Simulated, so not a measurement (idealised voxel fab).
Process module name: voxel self aligned vias
cross-section cut | 225 nm wide | cells 5 nm
When this document writes out a cross-section, it uses a grid of square cells and lists it as bands, beginning at the top and moving down, with a band standing for one or more rows of cells. In this notation a band is specified by the heights of its top and bottom, in that order and in nm, after which its materials appear from left to right, each paired with its width in nm. The word "full width" attached to a single material means that material fills the band from edge to edge; the word "blank" stands for empty space. We count height from 0. Below that, the starting wafer is all one material. The lowest band never ends at the bottom but goes on down; see "0 -> down" for how that is written. Think of "30..40" as a width that walks from the first number to the second as you go down the band, top row to bottom row, taking equal-sized steps from row to row. Step note "nothing was modified" = no cross-section cell changed. Listed in "Closed void list": every empty space of 8 or more cells without an open way to the top. Form: width x height at distance, the distance being from the left edge, all in nm. after a step's settings: what the simulator itself notes on the step. overlay nm: step with mask; distance mask lay right of planned place; negative value = left of planned place.

### Listed below are the process steps as planned
1. RECEIVE: material Si
2. CONFORMAL_DEP: material SiO2, thk nm 15
3. CONFORMAL_DEP: material SiCN, thk nm 5
4. DIRECTIONAL_DEP: material SiO2, thk nm 30
5. DIRECTIONAL_DEP: material aC, thk nm 15
6. PATTERN: tone open, mask id LINES, material resist, width nm 20, pitch nm 55, thk nm 30, overlay nm 0
7. DIRECTIONAL_ETCH: etch materials aC, depth nm 15
8. STRIP: etch materials resist
9. DIRECTIONAL_ETCH: etch materials SiO2, depth nm 30
10. STRIP: etch materials aC
11. CONFORMAL_DEP: material TiN, thk nm 5
12. FILL_DEP: material Ru, thk nm 5
13. CMP: height nm 50
14. SELECTIVE_ETCH: etch materials W Ru TiN, depth nm 5
15. FILL_DEP: material SiN, thk nm 10
16. CMP: height nm 50
17. DIRECTIONAL_DEP: material SiO2, thk nm 15
18. PATTERN: tone open, mask id VIAS, material resist, width nm 40, pitch nm 55, thk nm 15, overlay nm 0
19. DIRECTIONAL_ETCH: etch materials SiO2, depth nm 15
20. DIRECTIONAL_ETCH: etch materials SiN, depth nm 5
21. STRIP: etch materials resist
22. CONFORMAL_DEP: material TiN, thk nm 5
23. FILL_DEP: material Cu, thk nm 5
24. CMP: height nm 65
25. CONFORMAL_DEP: material SiN, thk nm 5

### The first of two wafers, run as planned

### As-received state of the wafer in cross-section, equivalent to post-step 1
> 0 -> down | Si full width
> Closed void list: none

### Cross-section: wafer state after step 2
> 15 -> 0 | SiO2 full width
> Everything under 0 stays put, no change at all.

### Cross-section: wafer state after step 3
> 20 -> 15 | SiCN full width
> Everything under 15 stays put, no change at all.

### Cross-section: wafer state after step 4
> 50 -> 20 | SiO2 full width
> Everything under 20 stays put, no change at all.

### Cross-section: wafer state after step 5
> 65 -> 50 | aC full width
> Everything under 50 stays put, no change at all.

### Cross-section: wafer state after step 6
> 95 -> 65 | resist 75 nm; blank 20 nm; resist 35 nm; blank 20 nm; resist 75 nm
> Everything under 65 stays put, no change at all.

### Cross-section: wafer state after step 7
> 80 -> 65 | resist 75 nm; blank 20 nm; resist 35 nm; blank 20 nm; resist 75 nm
> 65 -> 50 | aC 75 nm; blank 20 nm; aC 35 nm; blank 20 nm; aC 75 nm
> Everything under 50 stays put, no change at all.

### Cross-section: wafer state after step 8
> 65 -> 50 | aC 75 nm; blank 20 nm; aC 35 nm; blank 20 nm; aC 75 nm
> Everything under 50 stays put, no change at all.

### Cross-section: wafer state after step 9
> 65 -> 50 | aC 75 nm; blank 20 nm; aC 35 nm; blank 20 nm; aC 75 nm
> 50 -> 20 | SiO2 75 nm; blank 20 nm; SiO2 35 nm; blank 20 nm; SiO2 75 nm
> Everything under 20 stays put, no change at all.

### Cross-section: wafer state after step 10
> 50 -> 20 | SiO2 75 nm; blank 20 nm; SiO2 35 nm; blank 20 nm; SiO2 75 nm
> Everything under 20 stays put, no change at all.

### Cross-section: wafer state after step 11
> 55 -> 50 | TiN 80 nm; blank 10 nm; TiN 45 nm; blank 10 nm; TiN 80 nm
> 50 -> 25 | SiO2 75 nm; TiN 5 nm; blank 10 nm; TiN 5 nm; SiO2 35 nm; TiN 5 nm; blank 10 nm; TiN 5 nm; SiO2 75 nm
> 25 -> 20 | SiO2 75 nm; TiN 20 nm; SiO2 35 nm; TiN 20 nm; SiO2 75 nm
> Everything under 20 stays put, no change at all.

### Cross-section: wafer state after step 12
> 60 -> 55 | Ru full width
> 55 -> 50 | TiN 80 nm; Ru 10 nm; TiN 45 nm; Ru 10 nm; TiN 80 nm
> 50 -> 25 | SiO2 75 nm; TiN 5 nm; Ru 10 nm; TiN 5 nm; SiO2 35 nm; TiN 5 nm; Ru 10 nm; TiN 5 nm; SiO2 75 nm
> Everything under 25 stays put, no change at all.

### Cross-section: wafer state after step 13
> 50 -> 25 | SiO2 75 nm; TiN 5 nm; Ru 10 nm; TiN 5 nm; SiO2 35 nm; TiN 5 nm; Ru 10 nm; TiN 5 nm; SiO2 75 nm
> Everything under 25 stays put, no change at all.

### Cross-section: wafer state after step 14
> 50 -> 45 | SiO2 75 nm; blank 20 nm; SiO2 35 nm; blank 20 nm; SiO2 75 nm
> Everything under 45 stays put, no change at all.

### Cross-section: wafer state after step 15
> 60 -> 50 | SiN full width
> 50 -> 45 | SiO2 75 nm; SiN 20 nm; SiO2 35 nm; SiN 20 nm; SiO2 75 nm
> Everything under 45 stays put, no change at all.

### Cross-section: wafer state after step 16
> 50 -> 45 | SiO2 75 nm; SiN 20 nm; SiO2 35 nm; SiN 20 nm; SiO2 75 nm
> Everything under 45 stays put, no change at all.

### Cross-section: wafer state after step 17
> 65 -> 50 | SiO2 full width
> Everything under 50 stays put, no change at all.

### Cross-section: wafer state after step 18
> 80 -> 65 | resist 65 nm; blank 40 nm; resist 15 nm; blank 40 nm; resist 65 nm
> Everything under 65 stays put, no change at all.

### Cross-section: wafer state after step 19
> 80 -> 65 | resist 65 nm; blank 40 nm; resist 15 nm; blank 40 nm; resist 65 nm
> 65 -> 50 | SiO2 65 nm; blank 40 nm; SiO2 15 nm; blank 40 nm; SiO2 65 nm
> Everything under 50 stays put, no change at all.

### Cross-section: wafer state after step 20
> 80 -> 65 | resist 65 nm; blank 40 nm; resist 15 nm; blank 40 nm; resist 65 nm
> 65 -> 50 | SiO2 65 nm; blank 40 nm; SiO2 15 nm; blank 40 nm; SiO2 65 nm
> 50 -> 45 | SiO2 75 nm; blank 20 nm; SiO2 35 nm; blank 20 nm; SiO2 75 nm
> Everything under 45 stays put, no change at all.

### Cross-section: wafer state after step 21
> 65 -> 50 | SiO2 65 nm; blank 40 nm; SiO2 15 nm; blank 40 nm; SiO2 65 nm
> Everything under 50 stays put, no change at all.

### Cross-section: wafer state after step 22
> 70 -> 65 | TiN 70 nm; blank 30 nm; TiN 25 nm; blank 30 nm; TiN 70 nm
> 65 -> 55 | SiO2 65 nm; TiN 5 nm; blank 30 nm; TiN 5 nm; SiO2 15 nm; TiN 5 nm; blank 30 nm; TiN 5 nm; SiO2 65 nm
> 55 -> 50 | SiO2 65 nm; TiN 15 nm; blank 10 nm; TiN 15 nm; SiO2 15 nm; TiN 15 nm; blank 10 nm; TiN 15 nm; SiO2 65 nm
> 50 -> 45 | SiO2 75 nm; TiN 20 nm; SiO2 35 nm; TiN 20 nm; SiO2 75 nm
> Everything under 45 stays put, no change at all.

### Cross-section: wafer state after step 23
> 75 -> 70 | Cu full width
> 70 -> 65 | TiN 70 nm; Cu 30 nm; TiN 25 nm; Cu 30 nm; TiN 70 nm
> 65 -> 55 | SiO2 65 nm; TiN 5 nm; Cu 30 nm; TiN 5 nm; SiO2 15 nm; TiN 5 nm; Cu 30 nm; TiN 5 nm; SiO2 65 nm
> 55 -> 50 | SiO2 65 nm; TiN 15 nm; Cu 10 nm; TiN 15 nm; SiO2 15 nm; TiN 15 nm; Cu 10 nm; TiN 15 nm; SiO2 65 nm
> Everything under 50 stays put, no change at all.

### Cross-section: wafer state after step 24
> 65 -> 55 | SiO2 65 nm; TiN 5 nm; Cu 30 nm; TiN 5 nm; SiO2 15 nm; TiN 5 nm; Cu 30 nm; TiN 5 nm; SiO2 65 nm
> Everything under 55 stays put, no change at all.

### Cross-section: wafer state after step 25
> 70 -> 65 | SiN full width
> Everything under 65 stays put, no change at all.

### What follows concerns the second wafer, which started out like the first and was meant to follow the very same plan; one mistake crept in when it was run, but everything up to and including step 17 is the same as for the first wafer

### Cross-section of the second wafer at the time by which step 18 should have been completed according to the plan
> 80 -> 65 | blank 65 nm; resist 40 nm; blank 15 nm; resist 40 nm; blank 65 nm
> Everything under 65 stays put, no change at all.

### Cross-section of the second wafer at the time by which step 19 should have been completed according to the plan
> 80 -> 65 | blank 65 nm; resist 40 nm; blank 15 nm; resist 40 nm; blank 65 nm
> 65 -> 50 | blank 65 nm; SiO2 40 nm; blank 15 nm; SiO2 40 nm; blank 65 nm
> Everything under 50 stays put, no change at all.

Cross-section of the second wafer at the time by which step 20 should have been completed according to the plan: nothing was modified

### Cross-section of the second wafer at the time by which step 21 should have been completed according to the plan
> 65 -> 50 | blank 65 nm; SiO2 40 nm; blank 15 nm; SiO2 40 nm; blank 65 nm
> Everything under 50 stays put, no change at all.

### Cross-section of the second wafer at the time by which step 22 should have been completed according to the plan
> 70 -> 65 | blank 60 nm; TiN 50 nm; blank 5 nm; TiN 50 nm; blank 60 nm
> 65 -> 55 | blank 60 nm; TiN 5 nm; SiO2 40 nm; TiN 5 nm; blank 5 nm; TiN 5 nm; SiO2 40 nm; TiN 5 nm; blank 60 nm
> 55 -> 50 | TiN 65 nm; SiO2 40 nm; TiN 15 nm; SiO2 40 nm; TiN 65 nm
> Everything under 50 stays put, no change at all.

### Cross-section of the second wafer at the time by which step 23 should have been completed according to the plan
> 75 -> 70 | Cu full width
> 70 -> 65 | Cu 60 nm; TiN 50 nm; Cu 5 nm; TiN 50 nm; Cu 60 nm
> 65 -> 55 | Cu 60 nm; TiN 5 nm; SiO2 40 nm; TiN 5 nm; Cu 5 nm; TiN 5 nm; SiO2 40 nm; TiN 5 nm; Cu 60 nm
> Everything under 55 stays put, no change at all.

### Cross-section of the second wafer at the time by which step 24 should have been completed according to the plan
> 65 -> 55 | Cu 60 nm; TiN 5 nm; SiO2 40 nm; TiN 5 nm; Cu 5 nm; TiN 5 nm; SiO2 40 nm; TiN 5 nm; Cu 60 nm
> Everything under 55 stays put, no change at all.

### Cross-section of the second wafer at the time by which step 25 should have been completed according to the plan
> 70 -> 65 | SiN full width
> Everything under 65 stays put, no change at all.
Error vs. plan: step 18 did not use the planned setting and instead ran as PATTERN: tone cover, mask id VIAS, material resist, width nm 40, pitch nm 55, thk nm 15, overlay nm 0
Wafer comparison, final, in cells, second relative to first, materials more or fewer: +22 Cu | +8 SiN | -39 SiO2 | +9 TiN
